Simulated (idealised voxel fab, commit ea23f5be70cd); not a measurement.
This is a process module. Its name is voxel spacer lines.
This is section cut - it's 165 nm across, gridded in 5 nm square cells.
For the purposes of this document, a cross-section shall be understood as a grid of square cells, specified as bands listed in top-to-bottom order, each band consisting of one or more rows of cells.
In this notation a band is specified by the heights of its top and bottom, in that order and in nm, after which its materials appear from left to right, each paired with its width in nm. The word "full width" attached to a single material means that material fills the band from edge to edge; the word "empty" stands for empty space.
Zero point of the height axis is 0; under it, received wafer = one material. Lowest band: continues down indefinitely, "0..down".
A width given as "30->40" starts at the first number in the band's top row and ends at the second number in its bottom row, shifting by an equal amount at every step from row to row.
What does "no change occurred" mean for a step? It means no cell of the cross-section changed in that step.
"Fully sealed voids" enumerates empty spaces isolated from the top, with no open way to it, that contain at least 8 cells, giving each as width x height at distance from the left edge, all three in nm.
On each step's line, the part that comes after the settings is the simulator's own comment on the step.
Each step line may optionally specify "overlay nm", which for a step with a mask gives the rightward distance between the mask's planned place and where it lay, a negative value indicating the leftward direction.
Layout of what follows: cross-section pairs, each bracketing one process step, the after cross-section shown only to the lowest band that changed, the step between and its settings noted under each pair. Pairs may originate in different runs of this module on the same starting wafer; a pair continues from the pair above only where its entry headed "State on entry" says so.

State on entry:
0..down  Si full width
Fully sealed voids: none

Section After Processing:
5..0  Al2O3 full width
Below 0, no change.
Fully sealed voids: none
Q: step between the cross-sections above? A: CONFORMAL_DEP [material Al2O3] [thk nm 5]

State on entry: look at the pair above, its after cross-section is where this step starts.

Section After Processing:
25..5  polySi full width
Below 5, no change.
Fully sealed voids: none
Q: step between the cross-sections above? A: DIRECTIONAL_DEP [material polySi] [thk nm 20]

State on entry: look at the pair above, its after cross-section is where this step starts.

Section After Processing:
50..25  aC full width
Below 25, no change.
Fully sealed voids: none
Q: step between the cross-sections above? A: DIRECTIONAL_DEP [material aC] [thk nm 25]

State on entry: look at the pair above, its after cross-section is where this step starts.

Section After Processing:
85..50  35 of empty  20 of resist  50 of empty  20 of resist  40 of empty
Below 50, no change.
Fully sealed voids: none
Q: step between the cross-sections above? A: PATTERN [tone cover] [mask id MANDREL] [material resist] [width nm 20] [pitch nm 70] [thk nm 35] [overlay nm 0]

State on entry: look at the pair above, its after cross-section is where this step starts.

Section After Processing:
60..50  35 of empty  20 of resist  50 of empty  20 of resist  40 of empty
50..25  35 of empty  20 of aC  50 of empty  20 of aC  40 of empty
Below 25, no change.
Fully sealed voids: none
Q: step between the cross-sections above? A: DIRECTIONAL_ETCH [etch materials aC] [depth nm 25]

State on entry: look at the pair above, its after cross-section is where this step starts.

Section After Processing:
50..25  35 of empty  20 of aC  50 of empty  20 of aC  40 of empty
Below 25, no change.
Fully sealed voids: none
Q: step between the cross-sections above? A: STRIP [etch materials resist]

State on entry: look at the pair above, its after cross-section is where this step starts.

Section After Processing:
65..50  20 of empty  50 of SiO2  20 of empty  50 of SiO2  25 of empty
50..40  20 of empty  15 of SiO2  20 of aC  15 of SiO2  20 of empty  15 of SiO2  20 of aC  15 of SiO2  25 of empty
40..25  35 of SiO2  20 of aC  50 of SiO2  20 of aC  40 of SiO2
Below 25, no change.
Fully sealed voids: none
Q: step between the cross-sections above? A: CONFORMAL_DEP [material SiO2] [thk nm 15]

State on entry: look at the pair above, its after cross-section is where this step starts.

Section After Processing:
50..25  20 of empty  15 of SiO2  20 of aC  15 of SiO2  20 of empty  15 of SiO2  20 of aC  15 of SiO2  25 of empty
Below 25, no change.
Fully sealed voids: none
Q: step between the cross-sections above? A: DIRECTIONAL_ETCH [etch materials SiO2] [depth nm 15]

State on entry: look at the pair above, its after cross-section is where this step starts.

Section After Processing:
50..25  20 of empty  15 of SiO2  20 of empty  15 of SiO2  20 of empty  15 of SiO2  20 of empty  15 of SiO2  25 of empty
Below 25, no change.
Fully sealed voids: none
Q: step between the cross-sections above? A: STRIP [etch materials aC]

State on entry: look at the pair above, its after cross-section is where this step starts.

Section After Processing:
50..25  20 of empty  15 of SiO2  20 of empty  15 of SiO2  20 of empty  15 of SiO2  20 of empty  15 of SiO2  25 of empty
25..5  20 of empty  15 of polySi  20 of empty  15 of polySi  20 of empty  15 of polySi  20 of empty  15 of polySi  25 of empty
Below 5, no change.
Fully sealed voids: none
Q: step between the cross-sections above? A: DIRECTIONAL_ETCH [etch materials polySi] [depth nm 20]

State on entry: look at the pair above, its after cross-section is where this step starts.

Section After Processing:
25..5  20 of empty  15 of polySi  20 of empty  15 of polySi  20 of empty  15 of polySi  20 of empty  15 of polySi  25 of empty
Below 5, no change.
Fully sealed voids: none
Q: step between the cross-sections above? A: STRIP [etch materials SiO2]

State on entry:
0..down  Si full width
Fully sealed voids: none

Section After Processing:
20..0  polySi full width
Below 0, no change.
Fully sealed voids: none
Q: step between the cross-sections above? A: DIRECTIONAL_DEP [material polySi] [thk nm 20]

State on entry: look at the pair above, its after cross-section is where this step starts.

Section After Processing:
45..20  aC full width
Below 20, no change.
Fully sealed voids: none
Q: step between the cross-sections above? A: DIRECTIONAL_DEP [material aC] [thk nm 25]

State on entry: look at the pair above, its after cross-section is where this step starts.

Section After Processing:
80..45  35 of empty  20 of resist  50 of empty  20 of resist  40 of empty
Below 45, no change.
Fully sealed voids: none
Q: step between the cross-sections above? A: PATTERN [tone cover] [mask id MANDREL] [material resist] [width nm 20] [pitch nm 70] [thk nm 35] [overlay nm 0]

State on entry: look at the pair above, its after cross-section is where this step starts.

Section After Processing:
55..45  35 of empty  20 of resist  50 of empty  20 of resist  40 of empty
45..20  35 of empty  20 of aC  50 of empty  20 of aC  40 of empty
Below 20, no change.
Fully sealed voids: none
Q: step between the cross-sections above? A: DIRECTIONAL_ETCH [etch materials aC] [depth nm 25]

State on entry: look at the pair above, its after cross-section is where this step starts.

Section After Processing:
45..20  35 of empty  20 of aC  50 of empty  20 of aC  40 of empty
Below 20, no change.
Fully sealed voids: none
Q: step between the cross-sections above? A: STRIP [etch materials resist]

State on entry: look at the pair above, its after cross-section is where this step starts.

Section After Processing:
60..45  20 of empty  50 of SiO2  20 of empty  50 of SiO2  25 of empty
45..35  20 of empty  15 of SiO2  20 of aC  15 of SiO2  20 of empty  15 of SiO2  20 of aC  15 of SiO2  25 of empty
35..20  35 of SiO2  20 of aC  50 of SiO2  20 of aC  40 of SiO2
Below 20, no change.
Fully sealed voids: none
Q: step between the cross-sections above? A: CONFORMAL_DEP [material SiO2] [thk nm 15]

State on entry: look at the pair above, its after cross-section is where this step starts.

Section After Processing:
45..20  20 of empty  15 of SiO2  20 of aC  15 of SiO2  20 of empty  15 of SiO2  20 of aC  15 of SiO2  25 of empty
Below 20, no change.
Fully sealed voids: none
Q: step between the cross-sections above? A: DIRECTIONAL_ETCH [etch materials SiO2] [depth nm 15]

State on entry: look at the pair above, its after cross-section is where this step starts.

Section After Processing:
45..20  20 of empty  15 of SiO2  20 of empty  15 of SiO2  20 of empty  15 of SiO2  20 of empty  15 of SiO2  25 of empty
Below 20, no change.
Fully sealed voids: none
Q: step between the cross-sections above? A: STRIP [etch materials aC]

State on entry: look at the pair above, its after cross-section is where this step starts.

Section After Processing:
45..20  20 of empty  15 of SiO2  20 of empty  15 of SiO2  20 of empty  15 of SiO2  20 of empty  15 of SiO2  25 of empty
20..0  20 of empty  15 of polySi  20 of empty  15 of polySi  20 of empty  15 of polySi  20 of empty  15 of polySi  25 of empty
Below 0, no change.
Fully sealed voids: none
Q: step between the cross-sections above? A: DIRECTIONAL_ETCH [etch materials polySi] [depth nm 20]

State on entry: look at the pair above, its after cross-section is where this step starts.

Section After Processing:
20..0  20 of empty  15 of polySi  20 of empty  15 of polySi  20 of empty  15 of polySi  20 of empty  15 of polySi  25 of empty
Below 0, no change.
Fully sealed voids: none
Q: step between the cross-sections above? A: STRIP [etch materials SiO2]

State on entry:
25..5  polySi full width
5..0  Al2O3 full width
0..down  Si full width
Fully sealed voids: none

Section After Processing:
45..5  polySi full width
Below 5, no change.
Fully sealed voids: none
Q: step between the cross-sections above? A: DIRECTIONAL_DEP [material polySi] [thk nm 20]

State on entry: look at the pair above, its after cross-section is where this step starts.

Section After Processing:
70..45  aC full width
Below 45, no change.
Fully sealed voids: none
Q: step between the cross-sections above? A: DIRECTIONAL_DEP [material aC] [thk nm 25]

State on entry: look at the pair above, its after cross-section is where this step starts.

Section After Processing:
105..70  35 of empty  20 of resist  50 of empty  20 of resist  40 of empty
Below 70, no change.
Fully sealed voids: none
Q: step between the cross-sections above? A: PATTERN [tone cover] [mask id MANDREL] [material resist] [width nm 20] [pitch nm 70] [thk nm 35] [overlay nm 0]

State on entry: look at the pair above, its after cross-section is where this step starts.

Section After Processing:
80..70  35 of empty  20 of resist  50 of empty  20 of resist  40 of empty
70..45  35 of empty  20 of aC  50 of empty  20 of aC  40 of empty
Below 45, no change.
Fully sealed voids: none
Q: step between the cross-sections above? A: DIRECTIONAL_ETCH [etch materials aC] [depth nm 25]

State on entry: look at the pair above, its after cross-section is where this step starts.

Section After Processing:
70..45  35 of empty  20 of aC  50 of empty  20 of aC  40 of empty
Below 45, no change.
Fully sealed voids: none
Q: step between the cross-sections above? A: STRIP [etch materials resist]

State on entry: look at the pair above, its after cross-section is where this step starts.

Section After Processing:
85..70  20 of empty  50 of SiO2  20 of empty  50 of SiO2  25 of empty
70..60  20 of empty  15 of SiO2  20 of aC  15 of SiO2  20 of empty  15 of SiO2  20 of aC  15 of SiO2  25 of empty
60..45  35 of SiO2  20 of aC  50 of SiO2  20 of aC  40 of SiO2
Below 45, no change.
Fully sealed voids: none
Q: step between the cross-sections above? A: CONFORMAL_DEP [material SiO2] [thk nm 15]

State on entry: look at the pair above, its after cross-section is where this step starts.

Section After Processing:
70..45  20 of empty  15 of SiO2  20 of aC  15 of SiO2  20 of empty  15 of SiO2  20 of aC  15 of SiO2  25 of empty
Below 45, no change.
Fully sealed voids: none
Q: step between the cross-sections above? A: DIRECTIONAL_ETCH [etch materials SiO2] [depth nm 15]

State on entry: look at the pair above, its after cross-section is where this step starts.

Section After Processing:
70..45  20 of empty  15 of SiO2  20 of empty  15 of SiO2  20 of empty  15 of SiO2  20 of empty  15 of SiO2  25 of empty
Below 45, no change.
Fully sealed voids: none
Q: step between the cross-sections above? A: STRIP [etch materials aC]

State on entry: look at the pair above, its after cross-section is where this step starts.

Section After Processing:
70..45  20 of empty  15 of SiO2  20 of empty  15 of SiO2  20 of empty  15 of SiO2  20 of empty  15 of SiO2  25 of empty
45..25  20 of empty  15 of polySi  20 of empty  15 of polySi  20 of empty  15 of polySi  20 of empty  15 of polySi  25 of empty
Below 25, no change.
Fully sealed voids: none
Q: step between the cross-sections above? A: DIRECTIONAL_ETCH [etch materials polySi] [depth nm 20]

State on entry: look at the pair above, its after cross-section is where this step starts.

Section After Processing:
45..25  20 of empty  15 of polySi  20 of empty  15 of polySi  20 of empty  15 of polySi  20 of empty  15 of polySi  25 of empty
Below 25, no change.
Fully sealed voids: none
Q: step between the cross-sections above? A: STRIP [etch materials SiO2]

State on entry:
20..0  polySi full width
0..down  Si full width
Fully sealed voids: none

Section After Processing:
25..20  Al2O3 full width
Below 20, no change.
Fully sealed voids: none
Q: step between the cross-sections above? A: CONFORMAL_DEP [material Al2O3] [thk nm 5]

State on entry: look at the pair above, its after cross-section is where this step starts.

Section After Processing:
50..25  aC full width
Below 25, no change.
Fully sealed voids: none
Q: step between the cross-sections above? A: DIRECTIONAL_DEP [material aC] [thk nm 25]

State on entry: look at the pair above, its after cross-section is where this step starts.

Section After Processing:
85..50  35 of empty  20 of resist  50 of empty  20 of resist  40 of empty
Below 50, no change.
Fully sealed voids: none
Q: step between the cross-sections above? A: PATTERN [tone cover] [mask id MANDREL] [material resist] [width nm 20] [pitch nm 70] [thk nm 35] [overlay nm 0]

State on entry: look at the pair above, its after cross-section is where this step starts.

Section After Processing:
60..50  35 of empty  20 of resist  50 of empty  20 of resist  40 of empty
50..25  35 of empty  20 of aC  50 of empty  20 of aC  40 of empty
Below 25, no change.
Fully sealed voids: none
Q: step between the cross-sections above? A: DIRECTIONAL_ETCH [etch materials aC] [depth nm 25]

State on entry: look at the pair above, its after cross-section is where this step starts.

Section After Processing:
50..25  35 of empty  20 of aC  50 of empty  20 of aC  40 of empty
Below 25, no change.
Fully sealed voids: none
Q: step between the cross-sections above? A: STRIP [etch materials resist]

State on entry: look at the pair above, its after cross-section is where this step starts.

Section After Processing:
65..50  20 of empty  50 of SiO2  20 of empty  50 of SiO2  25 of empty
50..40  20 of empty  15 of SiO2  20 of aC  15 of SiO2  20 of empty  15 of SiO2  20 of aC  15 of SiO2  25 of empty
40..25  35 of SiO2  20 of aC  50 of SiO2  20 of aC  40 of SiO2
Below 25, no change.
Fully sealed voids: none
Q: step between the cross-sections above? A: CONFORMAL_DEP [material SiO2] [thk nm 15]

State on entry: look at the pair above, its after cross-section is where this step starts.

Section After Processing:
50..25  20 of empty  15 of SiO2  20 of aC  15 of SiO2  20 of empty  15 of SiO2  20 of aC  15 of SiO2  25 of empty
Below 25, no change.
Fully sealed voids: none
Q: step between the cross-sections above? A: DIRECTIONAL_ETCH [etch materials SiO2] [depth nm 15]

State on entry: look at the pair above, its after cross-section is where this step starts.

Section After Processing:
50..25  20 of empty  15 of SiO2  20 of empty  15 of SiO2  20 of empty  15 of SiO2  20 of empty  15 of SiO2  25 of empty
Below 25, no change.
Fully sealed voids: none
Q: step between the cross-sections above? A: STRIP [etch materials aC]

State on entry: look at the pair above, its after cross-section is where this step starts.

Section After Processing:
25..20  Al2O3 full width
Below 20, no change.
Fully sealed voids: none
Q: step between the cross-sections above? A: STRIP [etch materials SiO2]

State on entry:
5..0  Al2O3 full width
0..down  Si full width
Fully sealed voids: none

Section After Processing:
15..5  polySi full width
Below 5, no change.
Fully sealed voids: none
Q: step between the cross-sections above? A: DIRECTIONAL_DEP [material polySi] [thk nm 10]

State on entry: look at the pair above, its after cross-section is where this step starts.

Section After Processing:
40..15  aC full width
Below 15, no change.
Fully sealed voids: none
Q: step between the cross-sections above? A: DIRECTIONAL_DEP [material aC] [thk nm 25]

State on entry: look at the pair above, its after cross-section is where this step starts.

Section After Processing:
75..40  35 of empty  20 of resist  50 of empty  20 of resist  40 of empty
Below 40, no change.
Fully sealed voids: none
Q: step between the cross-sections above? A: PATTERN [tone cover] [mask id MANDREL] [material resist] [width nm 20] [pitch nm 70] [thk nm 35] [overlay nm 0]

State on entry: look at the pair above, its after cross-section is where this step starts.

Section After Processing:
50..40  35 of empty  20 of resist  50 of empty  20 of resist  40 of empty
40..15  35 of empty  20 of aC  50 of empty  20 of aC  40 of empty
Below 15, no change.
Fully sealed voids: none
Q: step between the cross-sections above? A: DIRECTIONAL_ETCH [etch materials aC] [depth nm 25]

State on entry: look at the pair above, its after cross-section is where this step starts.

Section After Processing:
40..15  35 of empty  20 of aC  50 of empty  20 of aC  40 of empty
Below 15, no change.
Fully sealed voids: none
Q: step between the cross-sections above? A: STRIP [etch materials resist]

State on entry: look at the pair above, its after cross-section is where this step starts.

Section After Processing:
55..40  20 of empty  50 of SiO2  20 of empty  50 of SiO2  25 of empty
40..30  20 of empty  15 of SiO2  20 of aC  15 of SiO2  20 of empty  15 of SiO2  20 of aC  15 of SiO2  25 of empty
30..15  35 of SiO2  20 of aC  50 of SiO2  20 of aC  40 of SiO2
Below 15, no change.
Fully sealed voids: none
Q: step between the cross-sections above? A: CONFORMAL_DEP [material SiO2] [thk nm 15]

State on entry: look at the pair above, its after cross-section is where this step starts.

Section After Processing:
40..15  20 of empty  15 of SiO2  20 of aC  15 of SiO2  20 of empty  15 of SiO2  20 of aC  15 of SiO2  25 of empty
Below 15, no change.
Fully sealed voids: none
Q: step between the cross-sections above? A: DIRECTIONAL_ETCH [etch materials SiO2] [depth nm 15]

State on entry: look at the pair above, its after cross-section is where this step starts.

Section After Processing:
40..15  20 of empty  15 of SiO2  20 of empty  15 of SiO2  20 of empty  15 of SiO2  20 of empty  15 of SiO2  25 of empty
Below 15, no change.
Fully sealed voids: none
Q: step between the cross-sections above? A: STRIP [etch materials aC]

State on entry: look at the pair above, its after cross-section is where this step starts.

Section After Processing:
40..15  20 of empty  15 of SiO2  20 of empty  15 of SiO2  20 of empty  15 of SiO2  20 of empty  15 of SiO2  25 of empty
15..5  20 of empty  15 of polySi  20 of empty  15 of polySi  20 of empty  15 of polySi  20 of empty  15 of polySi  25 of empty
Below 5, no change.
Fully sealed voids: none
Q: step between the cross-sections above? A: DIRECTIONAL_ETCH [etch materials polySi] [depth nm 20]

State on entry: look at the pair above, its after cross-section is where this step starts.

Section After Processing:
15..5  20 of empty  15 of polySi  20 of empty  15 of polySi  20 of empty  15 of polySi  20 of empty  15 of polySi  25 of empty
Below 5, no change.
Fully sealed voids: none
Q: step between the cross-sections above? A: STRIP [etch materials SiO2]

State on entry:
50..25  aC full width
25..5  polySi full width
5..0  Al2O3 full width
0..down  Si full width
Fully sealed voids: none

Section After Processing:
85..50  35 of empty  25 of resist  45 of empty  25 of resist  35 of empty
Below 50, no change.
Fully sealed voids: none
Q: step between the cross-sections above? A: PATTERN [tone cover] [mask id MANDREL] [material resist] [width nm 25] [pitch nm 70] [thk nm 35] [overlay nm 0]

State on entry: look at the pair above, its after cross-section is where this step starts.

Section After Processing:
60..50  35 of empty  25 of resist  45 of empty  25 of resist  35 of empty
50..25  35 of empty  25 of aC  45 of empty  25 of aC  35 of empty
Below 25, no change.
Fully sealed voids: none
Q: step between the cross-sections above? A: DIRECTIONAL_ETCH [etch materials aC] [depth nm 25]

State on entry: look at the pair above, its after cross-section is where this step starts.

Section After Processing:
50..25  35 of empty  25 of aC  45 of empty  25 of aC  35 of empty
Below 25, no change.
Fully sealed voids: none
Q: step between the cross-sections above? A: STRIP [etch materials resist]

State on entry: look at the pair above, its after cross-section is where this step starts.

Section After Processing:
65..50  20 of empty  55 of SiO2  15 of empty  55 of SiO2  20 of empty
50..40  20 of empty  15 of SiO2  25 of aC  15 of SiO2  15 of empty  15 of SiO2  25 of aC  15 of SiO2  20 of empty
40..25  35 of SiO2  25 of aC  45 of SiO2  25 of aC  35 of SiO2
Below 25, no change.
Fully sealed voids: none
Q: step between the cross-sections above? A: CONFORMAL_DEP [material SiO2] [thk nm 15]

State on entry: look at the pair above, its after cross-section is where this step starts.

Section After Processing:
50..25  20 of empty  15 of SiO2  25 of aC  15 of SiO2  15 of empty  15 of SiO2  25 of aC  15 of SiO2  20 of empty
Below 25, no change.
Fully sealed voids: none
Q: step between the cross-sections above? A: DIRECTIONAL_ETCH [etch materials SiO2] [depth nm 15]

State on entry: look at the pair above, its after cross-section is where this step starts.

Section After Processing:
50..25  20 of empty  15 of SiO2  25 of empty  15 of SiO2  15 of empty  15 of SiO2  25 of empty  15 of SiO2  20 of empty
Below 25, no change.
Fully sealed voids: none
Q: step between the cross-sections above? A: STRIP [etch materials aC]

State on entry: look at the pair above, its after cross-section is where this step starts.

Section After Processing:
50..25  20 of empty  15 of SiO2  25 of empty  15 of SiO2  15 of empty  15 of SiO2  25 of empty  15 of SiO2  20 of empty
25..5  20 of empty  15 of polySi  25 of empty  15 of polySi  15 of empty  15 of polySi  25 of empty  15 of polySi  20 of empty
Below 5, no change.
Fully sealed voids: none
Q: step between the cross-sections above? A: DIRECTIONAL_ETCH [etch materials polySi] [depth nm 20]

State on entry: look at the pair above, its after cross-section is where this step starts.

Section After Processing:
25..5  20 of empty  15 of polySi  25 of empty  15 of polySi  15 of empty  15 of polySi  25 of empty  15 of polySi  20 of empty
Below 5, no change.
Fully sealed voids: none
Q: step between the cross-sections above? A: STRIP [etch materials SiO2]

State on entry:
50..25  aC full width
25..5  polySi full width
5..0  Al2O3 full width
0..down  Si full width
Fully sealed voids: none

Section After Processing:
85..50  25 of empty  20 of resist  50 of empty  20 of resist  50 of empty
Below 50, no change.
Fully sealed voids: none
Q: step between the cross-sections above? A: PATTERN [tone cover] [mask id MANDREL] [material resist] [width nm 20] [pitch nm 70] [thk nm 35] [overlay nm -10]

State on entry: look at the pair above, its after cross-section is where this step starts.

Section After Processing:
60..50  25 of empty  20 of resist  50 of empty  20 of resist  50 of empty
50..25  25 of empty  20 of aC  50 of empty  20 of aC  50 of empty
Below 25, no change.
Fully sealed voids: none
Q: step between the cross-sections above? A: DIRECTIONAL_ETCH [etch materials aC] [depth nm 25]

State on entry: look at the pair above, its after cross-section is where this step starts.

Section After Processing:
50..25  25 of empty  20 of aC  50 of empty  20 of aC  50 of empty
Below 25, no change.
Fully sealed voids: none
Q: step between the cross-sections above? A: STRIP [etch materials resist]

State on entry: look at the pair above, its after cross-section is where this step starts.

Section After Processing:
65..50  10 of empty  50 of SiO2  20 of empty  50 of SiO2  35 of empty
50..40  10 of empty  15 of SiO2  20 of aC  15 of SiO2  20 of empty  15 of SiO2  20 of aC  15 of SiO2  35 of empty
40..25  25 of SiO2  20 of aC  50 of SiO2  20 of aC  50 of SiO2
Below 25, no change.
Fully sealed voids: none
Q: step between the cross-sections above? A: CONFORMAL_DEP [material SiO2] [thk nm 15]

State on entry: look at the pair above, its after cross-section is where this step starts.

Section After Processing:
50..25  10 of empty  15 of SiO2  20 of aC  15 of SiO2  20 of empty  15 of SiO2  20 of aC  15 of SiO2  35 of empty
Below 25, no change.
Fully sealed voids: none
Q: step between the cross-sections above? A: DIRECTIONAL_ETCH [etch materials SiO2] [depth nm 15]

State on entry: look at the pair above, its after cross-section is where this step starts.

Section After Processing:
50..25  10 of empty  15 of SiO2  20 of empty  15 of SiO2  20 of empty  15 of SiO2  20 of empty  15 of SiO2  35 of empty
Below 25, no change.
Fully sealed voids: none
Q: step between the cross-sections above? A: STRIP [etch materials aC]

State on entry: look at the pair above, its after cross-section is where this step starts.

Section After Processing:
50..25  10 of empty  15 of SiO2  20 of empty  15 of SiO2  20 of empty  15 of SiO2  20 of empty  15 of SiO2  35 of empty
25..5  10 of empty  15 of polySi  20 of empty  15 of polySi  20 of empty  15 of polySi  20 of empty  15 of polySi  35 of empty
Below 5, no change.
Fully sealed voids: none
Q: step between the cross-sections above? A: DIRECTIONAL_ETCH [etch materials polySi] [depth nm 20]

State on entry: look at the pair above, its after cross-section is where this step starts.

Section After Processing:
25..5  10 of empty  15 of polySi  20 of empty  15 of polySi  20 of empty  15 of polySi  20 of empty  15 of polySi  35 of empty
Below 5, no change.
Fully sealed voids: none
Q: step between the cross-sections above? A: STRIP [etch materials SiO2]

State on entry:
25..5  polySi full width
5..0  Al2O3 full width
0..down  Si full width
Fully sealed voids: none

Section After Processing:
50..25  Al2O3 full width
Below 25, no change.
Fully sealed voids: none
Q: step between the cross-sections above? A: DIRECTIONAL_DEP [material Al2O3] [thk nm 25]

State on entry: look at the pair above, its after cross-section is where this step starts.

Section After Processing:
85..50  35 of empty  20 of resist  50 of empty  20 of resist  40 of empty
Below 50, no change.
Fully sealed voids: none
Q: step between the cross-sections above? A: PATTERN [tone cover] [mask id MANDREL] [material resist] [width nm 20] [pitch nm 70] [thk nm 35] [overlay nm 0]

State on entry: look at the pair above, its after cross-section is where this step starts.

Section After Processing:
60..50  35 of empty  20 of resist  50 of empty  20 of resist  40 of empty
Below 50, no change.
Fully sealed voids: none
Q: step between the cross-sections above? A: DIRECTIONAL_ETCH [etch materials aC] [depth nm 25]

State on entry: look at the pair above, its after cross-section is where this step starts.

Section After Processing:
50..25  Al2O3 full width
Below 25, no change.
Fully sealed voids: none
Q: step between the cross-sections above? A: STRIP [etch materials resist]

State on entry: look at the pair above, its after cross-section is where this step starts.

Section After Processing:
65..50  SiO2 full width
Below 50, no change.
Fully sealed voids: none
Q: step between the cross-sections above? A: CONFORMAL_DEP [material SiO2] [thk nm 15]

State on entry: look at the pair above, its after cross-section is where this step starts.

Section After Processing:
50..25  Al2O3 full width
Below 25, no change.
Fully sealed voids: none
Q: step between the cross-sections above? A: DIRECTIONAL_ETCH [etch materials SiO2] [depth nm 15]

State on entry:
50..25  aC full width
25..5  polySi full width
5..0  Al2O3 full width
0..down  Si full width
Fully sealed voids: none

Section After Processing:
85..50  35 of resist  20 of empty  50 of resist  20 of empty  40 of resist
Below 50, no change.
Fully sealed voids: none
Q: step between the cross-sections above? A: PATTERN [tone open] [mask id MANDREL] [material resist] [width nm 20] [pitch nm 70] [thk nm 35] [overlay nm 0]

State on entry: look at the pair above, its after cross-section is where this step starts.

Section After Processing:
60..50  35 of resist  20 of empty  50 of resist  20 of empty  40 of resist
50..25  35 of aC  20 of empty  50 of aC  20 of empty  40 of aC
Below 25, no change.
Fully sealed voids: none
Q: step between the cross-sections above? A: DIRECTIONAL_ETCH [etch materials aC] [depth nm 25]

State on entry: look at the pair above, its after cross-section is where this step starts.

Section After Processing:
50..25  35 of aC  20 of empty  50 of aC  20 of empty  40 of aC
Below 25, no change.
Fully sealed voids: none
Q: step between the cross-sections above? A: STRIP [etch materials resist]

State on entry: look at the pair above, its after cross-section is where this step starts.

Section After Processing:
65..50  SiO2 full width
50..25  35 of aC  20 of SiO2  50 of aC  20 of SiO2  40 of aC
Below 25, no change.
Fully sealed voids: none
Q: step between the cross-sections above? A: CONFORMAL_DEP [material SiO2] [thk nm 15]

State on entry: look at the pair above, its after cross-section is where this step starts.

Section After Processing:
50..25  35 of aC  20 of SiO2  50 of aC  20 of SiO2  40 of aC
Below 25, no change.
Fully sealed voids: none
Q: step between the cross-sections above? A: DIRECTIONAL_ETCH [etch materials SiO2] [depth nm 15]

State on entry: look at the pair above, its after cross-section is where this step starts.

Section After Processing:
50..25  35 of empty  20 of SiO2  50 of empty  20 of SiO2  40 of empty
Below 25, no change.
Fully sealed voids: none
Q: step between the cross-sections above? A: STRIP [etch materials aC]

State on entry: look at the pair above, its after cross-section is where this step starts.

Section After Processing:
50..25  35 of empty  20 of SiO2  50 of empty  20 of SiO2  40 of empty
25..5  35 of empty  20 of polySi  50 of empty  20 of polySi  40 of empty
Below 5, no change.
Fully sealed voids: none
Q: step between the cross-sections above? A: DIRECTIONAL_ETCH [etch materials polySi] [depth nm 20]

State on entry: look at the pair above, its after cross-section is where this step starts.

Section After Processing:
25..5  35 of empty  20 of polySi  50 of empty  20 of polySi  40 of empty
Below 5, no change.
Fully sealed voids: none
Q: step between the cross-sections above? A: STRIP [etch materials SiO2]
